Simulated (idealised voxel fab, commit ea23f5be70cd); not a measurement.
The document below concerns the process module designated voxel self aligned contacts.
Shown is cross-section cut, with a width of 300 nm and square cells of size 5 nm.
Throughout this document, each cross-section is represented as a grid of square cells and is presented as a sequence of bands enumerated from the top downward, where a band comprises one or more rows of cells. Basically the band line says how high the top is and how high the bottom is, in nm, and then what's in it from left to right, every material with its width in nm. Empty space shows up as "empty", and if a single material carries "everywhere" it runs the full band edge to edge. Counting heights begins at 0, where everything beneath is, in the wafer as received, one material. The lowest band has no bottom; it goes on downwards, as "z 0 and below" shows. Think of "30..40" as a width that walks from the first number to the second as you go down the band, top row to bottom row, taking equal-sized steps from row to row. No cell of the cross-section changed in a step that is given as "stayed the same". You'll see "Sealed voids" listing empty spaces that have no way open to the top, as long as they're 8 cells or more; the notation is width x height at distance, where the distance is from the left edge, and all of it is in nm. What comes after the settings on a step's line is commentary from the simulator itself on that step. Among the settings permitted on a step's line is "overlay nm"; applied to a step with a mask, it specifies the extent to which the mask lay to the right of its planned position, whereas a negative figure signifies a position to the left.
-- The steps planned for the process are as follows
1. RECEIVE [material Si]
2. OXIDIZE [depth nm 5]
3. DIRECTIONAL_DEP [material polySi] [thk nm 30]
4. DIRECTIONAL_DEP [material SiN] [thk nm 20]
5. DIRECTIONAL_DEP [material aC] [thk nm 10]
6. PATTERN [tone cover] [mask id GATE] [material resist] [width nm 25] [pitch nm 50] [thk nm 25] [overlay nm 0]
7. DIRECTIONAL_ETCH [etch materials aC] [depth nm 10]
8. STRIP [etch materials resist]
9. DIRECTIONAL_ETCH [etch materials SiN] [depth nm 20]
10. DIRECTIONAL_ETCH [etch materials polySi] [depth nm 30]
11. STRIP [etch materials aC]
12. CONFORMAL_DEP [material SiN] [thk nm 5]
13. DIRECTIONAL_ETCH [etch materials SiN] [depth nm 5]
14. FILL_DEP [material SiO2] [thk nm 10]
15. CMP [height nm 55]
16. PATTERN [tone open] [mask id CONTACT] [material resist] [width nm 35] [pitch nm 50] [thk nm 15] [overlay nm 0]
17. DIRECTIONAL_ETCH [etch materials SiO2] [depth nm 60]
18. STRIP [etch materials resist]
19. CONFORMAL_DEP [material TiN] [thk nm 5]
20. FILL_DEP [material W] [thk nm 5]
21. CMP [height nm 55]
22. CONFORMAL_DEP [material SiCN] [thk nm 5]
-- So, the first of our two wafers, run just as we planned it
-- The cross-section here shows the wafer as received, i.e. in its state after step 1
  z 0 and below = Si everywhere
  Sealed voids: none
-- Step 2 complete: cross-section through the wafer
  z 0 to -5 = SiO2 everywhere
  At heights below -5, the structure remains unaltered.
-- Step 3 complete: cross-section through the wafer
  z 30 to 0 = polySi everywhere
  At heights below 0, the structure remains unaltered.
-- Step 4 complete: cross-section through the wafer
  z 50 to 30 = SiN everywhere
  At heights below 30, the structure remains unaltered.
-- Step 5 complete: cross-section through the wafer
  z 60 to 50 = aC everywhere
  At heights below 50, the structure remains unaltered.
-- Step 6 complete: cross-section through the wafer
  z 85 to 60 = empty=85 / resist=25 / empty=25 / resist=25 / empty=25 / resist=25 / empty=90
  At heights below 60, the structure remains unaltered.
-- Step 7 complete: cross-section through the wafer
  z 75 to 60 = empty=85 / resist=25 / empty=25 / resist=25 / empty=25 / resist=25 / empty=90
  z 60 to 50 = empty=85 / aC=25 / empty=25 / aC=25 / empty=25 / aC=25 / empty=90
  At heights below 50, the structure remains unaltered.
-- Step 8 complete: cross-section through the wafer
  z 60 to 50 = empty=85 / aC=25 / empty=25 / aC=25 / empty=25 / aC=25 / empty=90
  At heights below 50, the structure remains unaltered.
-- Step 9 complete: cross-section through the wafer
  z 60 to 50 = empty=85 / aC=25 / empty=25 / aC=25 / empty=25 / aC=25 / empty=90
  z 50 to 30 = empty=85 / SiN=25 / empty=25 / SiN=25 / empty=25 / SiN=25 / empty=90
  At heights below 30, the structure remains unaltered.
-- Step 10 complete: cross-section through the wafer
  z 60 to 50 = empty=85 / aC=25 / empty=25 / aC=25 / empty=25 / aC=25 / empty=90
  z 50 to 30 = empty=85 / SiN=25 / empty=25 / SiN=25 / empty=25 / SiN=25 / empty=90
  z 30 to 0 = empty=85 / polySi=25 / empty=25 / polySi=25 / empty=25 / polySi=25 / empty=90
  At heights below 0, the structure remains unaltered.
-- Step 11 complete: cross-section through the wafer
  z 50 to 30 = empty=85 / SiN=25 / empty=25 / SiN=25 / empty=25 / SiN=25 / empty=90
  At heights below 30, the structure remains unaltered.
-- Step 12 complete: cross-section through the wafer
  z 55 to 30 = empty=80 / SiN=35 / empty=15 / SiN=35 / empty=15 / SiN=35 / empty=85
  z 30 to 5 = empty=80 / SiN=5 / polySi=25 / SiN=5 / empty=15 / SiN=5 / polySi=25 / SiN=5 / empty=15 / SiN=5 / polySi=25 / SiN=5 / empty=85
  z 5 to 0 = SiN=85 / polySi=25 / SiN=25 / polySi=25 / SiN=25 / polySi=25 / SiN=90
  At heights below 0, the structure remains unaltered.
-- Step 13 complete: cross-section through the wafer
  z 50 to 30 = empty=80 / SiN=35 / empty=15 / SiN=35 / empty=15 / SiN=35 / empty=85
  z 30 to 0 = empty=80 / SiN=5 / polySi=25 / SiN=5 / empty=15 / SiN=5 / polySi=25 / SiN=5 / empty=15 / SiN=5 / polySi=25 / SiN=5 / empty=85
  At heights below 0, the structure remains unaltered.
-- Step 14 complete: cross-section through the wafer
  z 60 to 50 = SiO2 everywhere
  z 50 to 30 = SiO2=80 / SiN=35 / SiO2=15 / SiN=35 / SiO2=15 / SiN=35 / SiO2=85
  z 30 to 0 = SiO2=80 / SiN=5 / polySi=25 / SiN=5 / SiO2=15 / SiN=5 / polySi=25 / SiN=5 / SiO2=15 / SiN=5 / polySi=25 / SiN=5 / SiO2=85
  At heights below 0, the structure remains unaltered.
-- Step 15 complete: cross-section through the wafer
  z 55 to 50 = SiO2 everywhere
  At heights below 50, the structure remains unaltered.
-- Step 16 complete: cross-section through the wafer
  z 70 to 55 = resist=105 / empty=35 / resist=15 / empty=35 / resist=110
  At heights below 55, the structure remains unaltered.
-- Step 17 complete: cross-section through the wafer
  z 70 to 55 = resist=105 / empty=35 / resist=15 / empty=35 / resist=110
  z 55 to 50 = SiO2=105 / empty=35 / SiO2=15 / empty=35 / SiO2=110
  z 50 to 30 = SiO2=80 / SiN=35 / empty=15 / SiN=35 / empty=15 / SiN=35 / SiO2=85
  z 30 to 0 = SiO2=80 / SiN=5 / polySi=25 / SiN=5 / empty=15 / SiN=5 / polySi=25 / SiN=5 / empty=15 / SiN=5 / polySi=25 / SiN=5 / SiO2=85
  z 0 to -5 = SiO2=115 / empty=15 / SiO2=35 / empty=15 / SiO2=120
  At heights below -5, the structure remains unaltered.
-- Step 18 complete: cross-section through the wafer
  z 55 to 50 = SiO2=105 / empty=35 / SiO2=15 / empty=35 / SiO2=110
  At heights below 50, the structure remains unaltered.
-- Step 19 complete: cross-section through the wafer
  z 60 to 55 = TiN=110 / empty=25 / TiN=25 / empty=25 / TiN=115
  z 55 to 50 = SiO2=105 / TiN=15 / empty=5 / TiN=15 / SiO2=15 / TiN=15 / empty=5 / TiN=15 / SiO2=110
  z 50 to 30 = SiO2=80 / SiN=35 / TiN=5 / empty=5 / TiN=5 / SiN=35 / TiN=5 / empty=5 / TiN=5 / SiN=35 / SiO2=85
  z 30 to 0 = SiO2=80 / SiN=5 / polySi=25 / SiN=5 / TiN=5 / empty=5 / TiN=5 / SiN=5 / polySi=25 / SiN=5 / TiN=5 / empty=5 / TiN=5 / SiN=5 / polySi=25 / SiN=5 / SiO2=85
  z 0 to -5 = SiO2=115 / TiN=15 / SiO2=35 / TiN=15 / SiO2=120
  At heights below -5, the structure remains unaltered.
-- Step 20 complete: cross-section through the wafer
  z 65 to 60 = W everywhere
  z 60 to 55 = TiN=110 / W=25 / TiN=25 / W=25 / TiN=115
  z 55 to 50 = SiO2=105 / TiN=15 / W=5 / TiN=15 / SiO2=15 / TiN=15 / W=5 / TiN=15 / SiO2=110
  z 50 to 30 = SiO2=80 / SiN=35 / TiN=5 / W=5 / TiN=5 / SiN=35 / TiN=5 / W=5 / TiN=5 / SiN=35 / SiO2=85
  z 30 to 0 = SiO2=80 / SiN=5 / polySi=25 / SiN=5 / TiN=5 / W=5 / TiN=5 / SiN=5 / polySi=25 / SiN=5 / TiN=5 / W=5 / TiN=5 / SiN=5 / polySi=25 / SiN=5 / SiO2=85
  At heights below 0, the structure remains unaltered.
-- Step 21 complete: cross-section through the wafer
  z 55 to 50 = SiO2=105 / TiN=15 / W=5 / TiN=15 / SiO2=15 / TiN=15 / W=5 / TiN=15 / SiO2=110
  At heights below 50, the structure remains unaltered.
-- Step 22 complete: cross-section through the wafer
  z 60 to 55 = SiCN everywhere
  At heights below 55, the structure remains unaltered.
-- The second wafer was prepared from the same starting point and under the same plan as the first; its processing contained one mistake, and it remains indistinguishable from the first wafer up to and including step 15
-- Cross-section, second wafer, at the end time the plan gives for step 16
  z 70 to 55 = resist=110 / empty=25 / resist=25 / empty=25 / resist=115
  At heights below 55, the structure remains unaltered.
-- Cross-section, second wafer, at the end time the plan gives for step 17
  z 70 to 55 = resist=110 / empty=25 / resist=25 / empty=25 / resist=115
  z 55 to 50 = SiO2=110 / empty=25 / SiO2=25 / empty=25 / SiO2=115
  z 50 to 30 = SiO2=80 / SiN=35 / empty=15 / SiN=35 / empty=15 / SiN=35 / SiO2=85
  z 30 to 0 = SiO2=80 / SiN=5 / polySi=25 / SiN=5 / empty=15 / SiN=5 / polySi=25 / SiN=5 / empty=15 / SiN=5 / polySi=25 / SiN=5 / SiO2=85
  z 0 to -5 = SiO2=115 / empty=15 / SiO2=35 / empty=15 / SiO2=120
  At heights below -5, the structure remains unaltered.
-- Cross-section, second wafer, at the end time the plan gives for step 18
  z 55 to 50 = SiO2=110 / empty=25 / SiO2=25 / empty=25 / SiO2=115
  At heights below 50, the structure remains unaltered.
-- Cross-section, second wafer, at the end time the plan gives for step 19
  z 60 to 55 = TiN=115 / empty=15 / TiN=35 / empty=15 / TiN=120
  z 55 to 50 = SiO2=110 / TiN=10 / empty=5 / TiN=10 / SiO2=25 / TiN=10 / empty=5 / TiN=10 / SiO2=115
  z 50 to 30 = SiO2=80 / SiN=35 / TiN=5 / empty=5 / TiN=5 / SiN=35 / TiN=5 / empty=5 / TiN=5 / SiN=35 / SiO2=85
  z 30 to 0 = SiO2=80 / SiN=5 / polySi=25 / SiN=5 / TiN=5 / empty=5 / TiN=5 / SiN=5 / polySi=25 / SiN=5 / TiN=5 / empty=5 / TiN=5 / SiN=5 / polySi=25 / SiN=5 / SiO2=85
  z 0 to -5 = SiO2=115 / TiN=15 / SiO2=35 / TiN=15 / SiO2=120
  At heights below -5, the structure remains unaltered.
-- Cross-section, second wafer, at the end time the plan gives for step 20
  z 65 to 60 = W everywhere
  z 60 to 55 = TiN=115 / W=15 / TiN=35 / W=15 / TiN=120
  z 55 to 50 = SiO2=110 / TiN=10 / W=5 / TiN=10 / SiO2=25 / TiN=10 / W=5 / TiN=10 / SiO2=115
  z 50 to 30 = SiO2=80 / SiN=35 / TiN=5 / W=5 / TiN=5 / SiN=35 / TiN=5 / W=5 / TiN=5 / SiN=35 / SiO2=85
  z 30 to 0 = SiO2=80 / SiN=5 / polySi=25 / SiN=5 / TiN=5 / W=5 / TiN=5 / SiN=5 / polySi=25 / SiN=5 / TiN=5 / W=5 / TiN=5 / SiN=5 / polySi=25 / SiN=5 / SiO2=85
  At heights below 0, the structure remains unaltered.
-- Cross-section, second wafer, at the end time the plan gives for step 21
  z 55 to 50 = SiO2=110 / TiN=10 / W=5 / TiN=10 / SiO2=25 / TiN=10 / W=5 / TiN=10 / SiO2=115
  At heights below 50, the structure remains unaltered.
-- Cross-section, second wafer, at the end time the plan gives for step 22
  z 60 to 55 = SiCN everywhere
  At heights below 55, the structure remains unaltered.
Plan not followed: step 16 ran with different settings than intended, the actual operation and settings being PATTERN [tone open] [mask id CONTACT] [material resist] [width nm 25] [pitch nm 50] [thk nm 15] [overlay nm 0]
Once processing is complete, comparing cell counts shows that the second wafer has more or fewer of certain materials than the first: +4 SiO2 | -4 TiN
